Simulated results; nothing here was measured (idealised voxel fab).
Name of the process module below: voxel gate over fins
We display cut, a cross-section 160 nm in width whose square cells are each 5 nm.
Cross-section layout: square cells on a grid; listed as bands, top to bottom; a band spans one or more cell rows.
Read a band's entry like this: the first values are the height of its top and the height of its bottom in nm, and what follows is the sequence of materials from left to right, each with its width in nm. Note that "blank" is empty space, and that a single material marked "everywhere" reaches across the band from edge to edge.
Heights are measured from 0, the level below which the as-received wafer is all one material; the lowest band has no bottom and continues downward, written as in "0..down".
A width given as "30..40" starts at the first number in the band's top row and ends at the second number in its bottom row, shifting by an equal amount at every step from row to row.
"nothing was modified" (step): cross-section cells unchanged, all of them.
Entry "Closed internal voids" = empty spaces >= 8 cells with no open way to the top; each as width x height at distance, distance from left edge, all nm.
The remark found on a step's line after its settings is issued by the simulator itself and pertains to that step.
"overlay nm" answers the question of how far to the right of plan the mask lay on a step that has a mask, and when it is negative the answer is to the left.

THE PLANNED PROCESS STEPS ARE ENUMERATED HEREUNDER
1: RECEIVE (material Si)
2: CONFORMAL_DEP (material SiN; thk nm 5)
3: MASKED_ETCH (tone cover; mask id FINS; width nm 15; pitch nm 55; etch materials SiN; depth nm 5; overlay nm 0)
4: MASKED_ETCH (tone cover; mask id FINS; width nm 15; pitch nm 55; etch materials Si; depth nm 35; overlay nm 0)
5: OXIDIZE (depth nm 5)
6: FILL_DEP (material SiO2; thk nm 5)
7: CMP (height nm 5)
8: PATTERN (tone open; mask id RAIL; material resist; width nm 15; thk nm 15; overlay nm 0)
9: DIRECTIONAL_ETCH (etch materials SiO2; depth nm 35)
10: STRIP (etch materials resist)
11: CONFORMAL_DEP (material TiN; thk nm 5)
12: FILL_DEP (material W; thk nm 10)
13: CMP (height nm 5)
14: SELECTIVE_ETCH (etch materials W Ru TiN; depth nm 25)
15: FILL_DEP (material SiO2; thk nm 5)
16: CMP (height nm 5)
17: SELECTIVE_ETCH (etch materials SiO2; depth nm 20)
18: STRIP (etch materials SiN)
19: CONFORMAL_DEP (material HfO2; thk nm 5)
20: CONFORMAL_DEP (material TiN; thk nm 5)
21: CONFORMAL_DEP (material TiAl; thk nm 5)
22: CONFORMAL_DEP (material TiN; thk nm 5)
23: FILL_DEP (material W; thk nm 15)
24: CMP (height nm 30)
25: CONFORMAL_DEP (material SiN; thk nm 10)

CROSS-SECTION OF THE WAFER UPON ARRIVAL, REPRESENTING THE STATE REACHED AFTER STEP 1
    0..down = Si everywhere
    Closed internal voids: none

MODULE COMPLETE, CROSS-SECTION. STARTING POINT AND PLAN PER ABOVE. ONE MISTAKE MADE IN RUNNING THE MODULE
    40..30 = SiN everywhere
    30..20 = W everywhere
    20..15 = TiN 45 nm, W 10 nm, TiN 45 nm, W 10 nm, TiN 45 nm, W 5 nm
    15..10 = TiN 5 nm, TiAl 35 nm, TiN 5 nm, W 10 nm, TiN 5 nm, TiAl 35 nm, TiN 5 nm, W 10 nm, TiN 5 nm, TiAl 35 nm, TiN 5 nm, W 5 nm
    10..5 = TiN 5 nm, TiAl 5 nm, TiN 25 nm, TiAl 5 nm, TiN 5 nm, W 10 nm, TiN 5 nm, TiAl 5 nm, TiN 25 nm, TiAl 5 nm, TiN 5 nm, W 10 nm, TiN 5 nm, TiAl 5 nm, TiN 25 nm, TiAl 5 nm, TiN 5 nm, W 5 nm
    5..0 = TiN 5 nm, TiAl 5 nm, TiN 5 nm, HfO2 15 nm, TiN 5 nm, TiAl 5 nm, TiN 20 nm, TiAl 5 nm, TiN 5 nm, HfO2 15 nm, TiN 5 nm, TiAl 5 nm, TiN 20 nm, TiAl 5 nm, TiN 5 nm, HfO2 15 nm, TiN 5 nm, TiAl 5 nm, TiN 10 nm
    0..-5 = TiAl 10 nm, TiN 5 nm, HfO2 5 nm, Si 5 nm, HfO2 5 nm, TiN 5 nm, TiAl 30 nm, TiN 5 nm, HfO2 5 nm, Si 5 nm, HfO2 5 nm, TiN 5 nm, TiAl 30 nm, TiN 5 nm, HfO2 5 nm, Si 5 nm, HfO2 5 nm, TiN 5 nm, TiAl 15 nm
    -5..-10 = TiN 15 nm, HfO2 5 nm, Si 5 nm, HfO2 5 nm, TiN 40 nm, HfO2 5 nm, Si 5 nm, HfO2 5 nm, TiN 40 nm, HfO2 5 nm, Si 5 nm, HfO2 5 nm, TiN 20 nm
    -10..-15 = HfO2 20 nm, Si 5 nm, HfO2 50 nm, Si 5 nm, HfO2 50 nm, Si 5 nm, HfO2 25 nm
    -15..-20 = SiO2 20 nm, Si 5 nm, SiO2 50 nm, Si 5 nm, SiO2 50 nm, Si 5 nm, SiO2 25 nm
    -20..-25 = SiO2 20 nm, Si 5 nm, SiO2 15 nm, TiN 5 nm, W 10 nm, TiN 5 nm, SiO2 15 nm, Si 5 nm, SiO2 50 nm, Si 5 nm, SiO2 25 nm
    -25..-30 = SiO2 20 nm, Si 5 nm, SiO2 15 nm, TiN 20 nm, SiO2 15 nm, Si 5 nm, SiO2 50 nm, Si 5 nm, SiO2 25 nm
    -30..-40 = SiO2 20 nm, Si 5 nm, SiO2 50 nm, Si 5 nm, SiO2 50 nm, Si 5 nm, SiO2 25 nm
    -40..down = Si everywhere
    Closed internal voids: none
Misprocessing identified: off-plan run, step 8, actual operation and settings PATTERN (tone open; mask id RAIL; material resist; width nm 20; thk nm 15; overlay nm 0)
